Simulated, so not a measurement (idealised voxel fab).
voxel capacitor over wiring: a process module
Xsec cut, 295 nm wide, square cell size 5 nm.
Cross-section = grid of square cells, listed top down in bands; band = one or more rows. Within each band entry, the heights of the top and of the bottom of the band appear first, in that order and in nm; the materials of the band then follow from left to right, each with its corresponding width in nm. The designation "edge to edge" on a single material indicates that it fills the band from edge to edge; the designation "empty" indicates empty space. A quick word on heights: they are counted from 0, and under that level the wafer as it came to us is one material throughout. The lowest band is different from the rest in having no bottom; it simply continues downward, written as in "0..down". Note: "30->40" means the width goes from the first number (top row of the band) to the second number (bottom row) in equal steps per row of cells. A step reported as "remains unaltered" is a step in which no cell of the cross-section changed. The entry "Listed closed voids" lists the empty spaces that cover at least 8 cells and have no open path to the top. Each is written as width x height at distance, where the distance is measured from the left edge and all three values are in nm. Note: text after step settings on the step line = simulator remark on that step. overlay nm: where the mask lay relative to plan, measured to the right, on steps with a mask; negatives go left.

So here's the lineup of process steps we planned:
1) RECEIVE with material Si
2) CONFORMAL_DEP with material SiO2, thk nm 10
3) CONFORMAL_DEP with material SiN, thk nm 5
4) DIRECTIONAL_DEP with material SiO2, thk nm 20
5) PATTERN with tone open, mask id METAL_1, material resist, width nm 20, pitch nm 90, thk nm 15, overlay nm 0
6) DIRECTIONAL_ETCH with etch materials SiO2, depth nm 20
7) DIRECTIONAL_ETCH with etch materials SiN, depth nm 5
8) STRIP with etch materials resist
9) CONFORMAL_DEP with material TiN, thk nm 5
10) FILL_DEP with material W, thk nm 5
11) CMP with height nm 35
12) CONFORMAL_DEP with material SiCN, thk nm 5
13) DIRECTIONAL_DEP with material lowk, thk nm 10
14) PATTERN with tone open, mask id PLUG_1, material resist, width nm 15, thk nm 15, overlay nm 0
15) DIRECTIONAL_ETCH with etch materials lowk, depth nm 10
16) DIRECTIONAL_ETCH with etch materials SiCN, depth nm 5
17) STRIP with etch materials resist
18) CONFORMAL_DEP with material TiN, thk nm 5
19) FILL_DEP with material W, thk nm 10
20) CMP with height nm 50
21) DIRECTIONAL_DEP with material TiN, thk nm 10
22) DIRECTIONAL_DEP with material Al2O3, thk nm 5
23) DIRECTIONAL_DEP with material TiN, thk nm 5
24) DIRECTIONAL_DEP with material aC, thk nm 15
25) PATTERN with tone cover, mask id UPPER_PLATE, material resist, width nm 75, thk nm 35, overlay nm 0
26) DIRECTIONAL_ETCH with etch materials aC, depth nm 15
27) STRIP with etch materials resist
28) DIRECTIONAL_ETCH with etch materials TiN, depth nm 5
29) DIRECTIONAL_ETCH with etch materials Al2O3, depth nm 5
30) STRIP with etch materials aC
31) PATTERN with tone cover, mask id LOWER_PLATE, material resist, width nm 85, thk nm 20, overlay nm 0
32) DIRECTIONAL_ETCH with etch materials TiN, depth nm 10
33) STRIP with etch materials resist
34) FILL_DEP with material SiO2, thk nm 20
35) CMP with height nm 85
36) PATTERN with tone open, mask id PLUG_2, material resist, width nm 15, thk nm 20, overlay nm 0
37) DIRECTIONAL_ETCH with etch materials SiO2, depth nm 15
38) STRIP with etch materials resist
39) CONFORMAL_DEP with material TiN, thk nm 5
40) FILL_DEP with material W, thk nm 10
41) CMP with height nm 85
42) CONFORMAL_DEP with material SiN, thk nm 5

First wafer, two in total, run as planned:

Cross-section: wafer on arrival = after step 1:
> 0..down: Si edge to edge
> Listed closed voids: none

Wafer xsec, post step 2:
> 10..0: SiO2 edge to edge
> Below a height of 0, the structure has not been altered.

Wafer xsec, post step 3:
> 15..10: SiN edge to edge
> Below a height of 10, the structure has not been altered.

Wafer xsec, post step 4:
> 35..15: SiO2 edge to edge
> Below a height of 15, the structure has not been altered.

Wafer xsec, post step 5:
> 50..35: resist: 90, then empty: 20, then resist: 70, then empty: 20, then resist: 95
> Below a height of 35, the structure has not been altered.

Wafer xsec, post step 6:
> 50..35: resist: 90, then empty: 20, then resist: 70, then empty: 20, then resist: 95
> 35..15: SiO2: 90, then empty: 20, then SiO2: 70, then empty: 20, then SiO2: 95
> Below a height of 15, the structure has not been altered.

Wafer xsec, post step 7:
> 50..35: resist: 90, then empty: 20, then resist: 70, then empty: 20, then resist: 95
> 35..15: SiO2: 90, then empty: 20, then SiO2: 70, then empty: 20, then SiO2: 95
> 15..10: SiN: 90, then empty: 20, then SiN: 70, then empty: 20, then SiN: 95
> Below a height of 10, the structure has not been altered.

Wafer xsec, post step 8:
> 35..15: SiO2: 90, then empty: 20, then SiO2: 70, then empty: 20, then SiO2: 95
> Below a height of 15, the structure has not been altered.

Wafer xsec, post step 9:
> 40..35: TiN: 95, then empty: 10, then TiN: 80, then empty: 10, then TiN: 100
> 35..15: SiO2: 90, then TiN: 5, then empty: 10, then TiN: 5, then SiO2: 70, then TiN: 5, then empty: 10, then TiN: 5, then SiO2: 95
> 15..10: SiN: 90, then TiN: 20, then SiN: 70, then TiN: 20, then SiN: 95
> Below a height of 10, the structure has not been altered.

Wafer xsec, post step 10:
> 45..40: W edge to edge
> 40..35: TiN: 95, then W: 10, then TiN: 80, then W: 10, then TiN: 100
> 35..15: SiO2: 90, then TiN: 5, then W: 10, then TiN: 5, then SiO2: 70, then TiN: 5, then W: 10, then TiN: 5, then SiO2: 95
> Below a height of 15, the structure has not been altered.

Wafer xsec, post step 11:
> 35..15: SiO2: 90, then TiN: 5, then W: 10, then TiN: 5, then SiO2: 70, then TiN: 5, then W: 10, then TiN: 5, then SiO2: 95
> Below a height of 15, the structure has not been altered.

Wafer xsec, post step 12:
> 40..35: SiCN edge to edge
> Below a height of 35, the structure has not been altered.

Wafer xsec, post step 13:
> 50..40: lowk edge to edge
> Below a height of 40, the structure has not been altered.

Wafer xsec, post step 14:
> 65..50: resist: 95, then empty: 15, then resist: 185
> Below a height of 50, the structure has not been altered.

Wafer xsec, post step 15:
> 65..50: resist: 95, then empty: 15, then resist: 185
> 50..40: lowk: 95, then empty: 15, then lowk: 185
> Below a height of 40, the structure has not been altered.

Wafer xsec, post step 16:
> 65..50: resist: 95, then empty: 15, then resist: 185
> 50..40: lowk: 95, then empty: 15, then lowk: 185
> 40..35: SiCN: 95, then empty: 15, then SiCN: 185
> Below a height of 35, the structure has not been altered.

Wafer xsec, post step 17:
> 50..40: lowk: 95, then empty: 15, then lowk: 185
> Below a height of 40, the structure has not been altered.

Wafer xsec, post step 18:
> 55..50: TiN: 100, then empty: 5, then TiN: 190
> 50..40: lowk: 95, then TiN: 5, then empty: 5, then TiN: 5, then lowk: 185
> 40..35: SiCN: 95, then TiN: 15, then SiCN: 185
> Below a height of 35, the structure has not been altered.

Wafer xsec, post step 19:
> 65..55: W edge to edge
> 55..50: TiN: 100, then W: 5, then TiN: 190
> 50..40: lowk: 95, then TiN: 5, then W: 5, then TiN: 5, then lowk: 185
> Below a height of 40, the structure has not been altered.

Wafer xsec, post step 20:
> 50..40: lowk: 95, then TiN: 5, then W: 5, then TiN: 5, then lowk: 185
> Below a height of 40, the structure has not been altered.

Wafer xsec, post step 21:
> 60..50: TiN edge to edge
> Below a height of 50, the structure has not been altered.

Wafer xsec, post step 22:
> 65..60: Al2O3 edge to edge
> Below a height of 60, the structure has not been altered.

Wafer xsec, post step 23:
> 70..65: TiN edge to edge
> Below a height of 65, the structure has not been altered.

Wafer xsec, post step 24:
> 85..70: aC edge to edge
> Below a height of 70, the structure has not been altered.

Wafer xsec, post step 25:
> 120..85: empty: 95, then resist: 75, then empty: 125
> Below a height of 85, the structure has not been altered.

Wafer xsec, post step 26:
> 105..85: empty: 95, then resist: 75, then empty: 125
> 85..70: empty: 95, then aC: 75, then empty: 125
> Below a height of 70, the structure has not been altered.

Wafer xsec, post step 27:
> 85..70: empty: 95, then aC: 75, then empty: 125
> Below a height of 70, the structure has not been altered.

Wafer xsec, post step 28:
> 85..70: empty: 95, then aC: 75, then empty: 125
> 70..65: empty: 95, then TiN: 75, then empty: 125
> Below a height of 65, the structure has not been altered.

Wafer xsec, post step 29:
> 85..70: empty: 95, then aC: 75, then empty: 125
> 70..65: empty: 95, then TiN: 75, then empty: 125
> 65..60: empty: 95, then Al2O3: 75, then empty: 125
> Below a height of 60, the structure has not been altered.

Wafer xsec, post step 30:
> 70..65: empty: 95, then TiN: 75, then empty: 125
> Below a height of 65, the structure has not been altered.

Wafer xsec, post step 31:
> 90..70: empty: 90, then resist: 85, then empty: 120
> 70..65: empty: 90, then resist: 5, then TiN: 75, then resist: 5, then empty: 120
> 65..60: empty: 90, then resist: 5, then Al2O3: 75, then resist: 5, then empty: 120
> Below a height of 60, the structure has not been altered.

Wafer xsec, post step 32:
> 90..70: empty: 90, then resist: 85, then empty: 120
> 70..65: empty: 90, then resist: 5, then TiN: 75, then resist: 5, then empty: 120
> 65..60: empty: 90, then resist: 5, then Al2O3: 75, then resist: 5, then empty: 120
> 60..50: empty: 90, then TiN: 85, then empty: 120
> Below a height of 50, the structure has not been altered.

Wafer xsec, post step 33:
> 70..65: empty: 95, then TiN: 75, then empty: 125
> 65..60: empty: 95, then Al2O3: 75, then empty: 125
> Below a height of 60, the structure has not been altered.

Wafer xsec, post step 34:
> 90..70: SiO2 edge to edge
> 70..65: SiO2: 95, then TiN: 75, then SiO2: 125
> 65..60: SiO2: 95, then Al2O3: 75, then SiO2: 125
> 60..50: SiO2: 90, then TiN: 85, then SiO2: 120
> Below a height of 50, the structure has not been altered.

Wafer xsec, post step 35:
> 85..70: SiO2 edge to edge
> Below a height of 70, the structure has not been altered.

Wafer xsec, post step 36:
> 105..85: resist: 105, then empty: 15, then resist: 175
> Below a height of 85, the structure has not been altered.

Wafer xsec, post step 37:
> 105..85: resist: 105, then empty: 15, then resist: 175
> 85..70: SiO2: 105, then empty: 15, then SiO2: 175
> Below a height of 70, the structure has not been altered.

Wafer xsec, post step 38:
> 85..70: SiO2: 105, then empty: 15, then SiO2: 175
> Below a height of 70, the structure has not been altered.

Wafer xsec, post step 39:
> 90..85: TiN: 110, then empty: 5, then TiN: 180
> 85..75: SiO2: 105, then TiN: 5, then empty: 5, then TiN: 5, then SiO2: 175
> 75..65: SiO2: 105->95, then TiN: 15->75, then SiO2: 175->125
> Below a height of 65, the structure has not been altered.

Wafer xsec, post step 40:
> 100..90: W edge to edge
> 90..85: TiN: 110, then W: 5, then TiN: 180
> 85..75: SiO2: 105, then TiN: 5, then W: 5, then TiN: 5, then SiO2: 175
> Below a height of 75, the structure has not been altered.

Wafer xsec, post step 41:
> 85..75: SiO2: 105, then TiN: 5, then W: 5, then TiN: 5, then SiO2: 175
> Below a height of 75, the structure has not been altered.

Wafer xsec, post step 42:
> 90..85: SiN edge to edge
> Below a height of 85, the structure has not been altered.

Second wafer, same starting conditions and recipe as the first, one mistake in executing it, nothing differs from the first up to and including step 10:

Second wafer: cross-section at the scheduled end of step 11:
> 25..15: SiO2: 90, then TiN: 5, then W: 10, then TiN: 5, then SiO2: 70, then TiN: 5, then W: 10, then TiN: 5, then SiO2: 95
> Below a height of 15, the structure has not been altered.

Second wafer: cross-section at the scheduled end of step 12:
> 30..25: SiCN edge to edge
> Below a height of 25, the structure has not been altered.

Second wafer: cross-section at the scheduled end of step 13:
> 40..30: lowk edge to edge
> Below a height of 30, the structure has not been altered.

Second wafer: cross-section at the scheduled end of step 14:
> 55..40: resist: 95, then empty: 15, then resist: 185
> Below a height of 40, the structure has not been altered.

Second wafer: cross-section at the scheduled end of step 15:
> 55..40: resist: 95, then empty: 15, then resist: 185
> 40..30: lowk: 95, then empty: 15, then lowk: 185
> Below a height of 30, the structure has not been altered.

Second wafer: cross-section at the scheduled end of step 16:
> 55..40: resist: 95, then empty: 15, then resist: 185
> 40..30: lowk: 95, then empty: 15, then lowk: 185
> 30..25: SiCN: 95, then empty: 15, then SiCN: 185
> Below a height of 25, the structure has not been altered.

Second wafer: cross-section at the scheduled end of step 17:
> 40..30: lowk: 95, then empty: 15, then lowk: 185
> Below a height of 30, the structure has not been altered.

Second wafer: cross-section at the scheduled end of step 18:
> 45..40: TiN: 100, then empty: 5, then TiN: 190
> 40..30: lowk: 95, then TiN: 5, then empty: 5, then TiN: 5, then lowk: 185
> 30..25: SiCN: 95, then TiN: 15, then SiCN: 185
> Below a height of 25, the structure has not been altered.

Second wafer: cross-section at the scheduled end of step 19:
> 55..45: W edge to edge
> 45..40: TiN: 100, then W: 5, then TiN: 190
> 40..30: lowk: 95, then TiN: 5, then W: 5, then TiN: 5, then lowk: 185
> Below a height of 30, the structure has not been altered.

Second wafer: cross-section at the scheduled end of step 20:
> 50..45: W edge to edge
> Below a height of 45, the structure has not been altered.

Second wafer: cross-section at the scheduled end of step 21:
> 60..50: TiN edge to edge
> Below a height of 50, the structure has not been altered.

Second wafer: cross-section at the scheduled end of step 22:
> 65..60: Al2O3 edge to edge
> Below a height of 60, the structure has not been altered.

Second wafer: cross-section at the scheduled end of step 23:
> 70..65: TiN edge to edge
> Below a height of 65, the structure has not been altered.

Second wafer: cross-section at the scheduled end of step 24:
> 85..70: aC edge to edge
> Below a height of 70, the structure has not been altered.

Second wafer: cross-section at the scheduled end of step 25:
> 120..85: empty: 95, then resist: 75, then empty: 125
> Below a height of 85, the structure has not been altered.

Second wafer: cross-section at the scheduled end of step 26:
> 105..85: empty: 95, then resist: 75, then empty: 125
> 85..70: empty: 95, then aC: 75, then empty: 125
> Below a height of 70, the structure has not been altered.

Second wafer: cross-section at the scheduled end of step 27:
> 85..70: empty: 95, then aC: 75, then empty: 125
> Below a height of 70, the structure has not been altered.

Second wafer: cross-section at the scheduled end of step 28:
> 85..70: empty: 95, then aC: 75, then empty: 125
> 70..65: empty: 95, then TiN: 75, then empty: 125
> Below a height of 65, the structure has not been altered.

Second wafer: cross-section at the scheduled end of step 29:
> 85..70: empty: 95, then aC: 75, then empty: 125
> 70..65: empty: 95, then TiN: 75, then empty: 125
> 65..60: empty: 95, then Al2O3: 75, then empty: 125
> Below a height of 60, the structure has not been altered.

Second wafer: cross-section at the scheduled end of step 30:
> 70..65: empty: 95, then TiN: 75, then empty: 125
> Below a height of 65, the structure has not been altered.

Second wafer: cross-section at the scheduled end of step 31:
> 90..70: empty: 90, then resist: 85, then empty: 120
> 70..65: empty: 90, then resist: 5, then TiN: 75, then resist: 5, then empty: 120
> 65..60: empty: 90, then resist: 5, then Al2O3: 75, then resist: 5, then empty: 120
> Below a height of 60, the structure has not been altered.

Second wafer: cross-section at the scheduled end of step 32:
> 90..70: empty: 90, then resist: 85, then empty: 120
> 70..65: empty: 90, then resist: 5, then TiN: 75, then resist: 5, then empty: 120
> 65..60: empty: 90, then resist: 5, then Al2O3: 75, then resist: 5, then empty: 120
> 60..50: empty: 90, then TiN: 85, then empty: 120
> Below a height of 50, the structure has not been altered.

Second wafer: cross-section at the scheduled end of step 33:
> 70..65: empty: 95, then TiN: 75, then empty: 125
> 65..60: empty: 95, then Al2O3: 75, then empty: 125
> Below a height of 60, the structure has not been altered.

Second wafer: cross-section at the scheduled end of step 34:
> 90..70: SiO2 edge to edge
> 70..65: SiO2: 95, then TiN: 75, then SiO2: 125
> 65..60: SiO2: 95, then Al2O3: 75, then SiO2: 125
> 60..50: SiO2: 90, then TiN: 85, then SiO2: 120
> Below a height of 50, the structure has not been altered.

Second wafer: cross-section at the scheduled end of step 35:
> 85..70: SiO2 edge to edge
> Below a height of 70, the structure has not been altered.

Second wafer: cross-section at the scheduled end of step 36:
> 105..85: resist: 105, then empty: 15, then resist: 175
> Below a height of 85, the structure has not been altered.

Second wafer: cross-section at the scheduled end of step 37:
> 105..85: resist: 105, then empty: 15, then resist: 175
> 85..70: SiO2: 105, then empty: 15, then SiO2: 175
> Below a height of 70, the structure has not been altered.

Second wafer: cross-section at the scheduled end of step 38:
> 85..70: SiO2: 105, then empty: 15, then SiO2: 175
> Below a height of 70, the structure has not been altered.

Second wafer: cross-section at the scheduled end of step 39:
> 90..85: TiN: 110, then empty: 5, then TiN: 180
> 85..75: SiO2: 105, then TiN: 5, then empty: 5, then TiN: 5, then SiO2: 175
> 75..65: SiO2: 105->95, then TiN: 15->75, then SiO2: 175->125
> Below a height of 65, the structure has not been altered.

Second wafer: cross-section at the scheduled end of step 40:
> 100..90: W edge to edge
> 90..85: TiN: 110, then W: 5, then TiN: 180
> 85..75: SiO2: 105, then TiN: 5, then W: 5, then TiN: 5, then SiO2: 175
> Below a height of 75, the structure has not been altered.

Second wafer: cross-section at the scheduled end of step 41:
> 85..75: SiO2: 105, then TiN: 5, then W: 5, then TiN: 5, then SiO2: 175
> Below a height of 75, the structure has not been altered.

Second wafer: cross-section at the scheduled end of step 42:
> 90..85: SiN edge to edge
> Below a height of 85, the structure has not been altered.
Diagnosis: step 11 ran with different settings than intended, the actual operation and settings being CMP with height nm 25
Wrapping up, a cell-based count of both wafers puts the second over or under the first for these materials: SiO2: 102 fewer; TiN: 50 more; W: 52 more
